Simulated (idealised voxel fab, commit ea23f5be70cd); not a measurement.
process module | voxel ribs on slabs
cross-section cut | 185 nm wide | cells 5 nm
A cross-section is a grid of square cells, given in bands from the top down. A band is one or more rows of cells.
Each band's line starts with the height of the band's top and of its bottom, in nm. Then come its materials from left to right, each with its width in nm. One material with "throughout" fills the band from edge to edge. "air" is empty space.
Height 0 is the level under which the wafer as received is all one material. The lowest band goes on downwards, as in "0 down".
A width such as "30 to 40" changes by the same amount from each row of cells to the next, from the band's top row to its bottom row.
"no change" after a step means that no cell of the cross-section changed.
closed voids: empty space of 8 cells or more with no open way to the top, each as width x height at its distance from the left edge, in nm
after a step's settings: what the simulator itself notes on the step
overlay nm, on a step with a mask: how far to the right of its planned place the mask lay; to the left if negative
plan
1 op RECEIVE | material Si
2 op DIRECTIONAL_DEP | material SiO2 | thk nm 20
3 op DIRECTIONAL_DEP | material polySi | thk nm 25
4 op MASKED_ETCH | tone cover | mask id RIB | width nm 30 | etch materials polySi | depth nm 20 | overlay nm 0
5 op PATTERN | tone cover | mask id SLAB | material resist | width nm 80 | thk nm 20 | overlay nm 0
6 op DIRECTIONAL_ETCH | etch materials polySi | depth nm 5
7 op STRIP | etch materials resist
8 op FILL_DEP | material SiO2 | thk nm 20
9 op CMP | height nm 60
10 op DIRECTIONAL_DEP | material TiN | thk nm 5
11 op MASKED_ETCH | tone cover | mask id HEATER | width nm 40 | etch materials TiN | depth nm 5 | overlay nm 0
12 op CONFORMAL_DEP | material SiN | thk nm 5
as received, after step 1
  0 down: Si throughout
  closed voids: none
first wafer at the end, as planned
  70 to 65: air 65 | SiN 50 | air 70
  65 to 60: SiN 70 | TiN 40 | SiN 75
  60 to 45: SiO2 throughout
  45 to 25: SiO2 75 | polySi 30 | SiO2 80
  25 to 20: SiO2 50 | polySi 80 | SiO2 55
  20 to 0: SiO2 throughout
  0 down: Si throughout
  closed voids: none
second wafer at the end: like start, like plan, one mistake
  70 to 65: air 65 | SiN 50 | air 70
  65 to 60: SiN 70 | TiN 40 | SiN 75
  60 to 45: SiO2 throughout
  45 to 25: SiO2 75 | polySi 30 | SiO2 80
  25 to 20: SiO2 50 | polySi 80 | SiO2 55
  20 to 0: polySi throughout
  0 down: Si throughout
  closed voids: none
what went wrong: step 2 ran as: op DIRECTIONAL_DEP | material polySi | thk nm 20
at the end the second wafer has, in cells: 148 fewer of SiO2 | 148 more of polySi
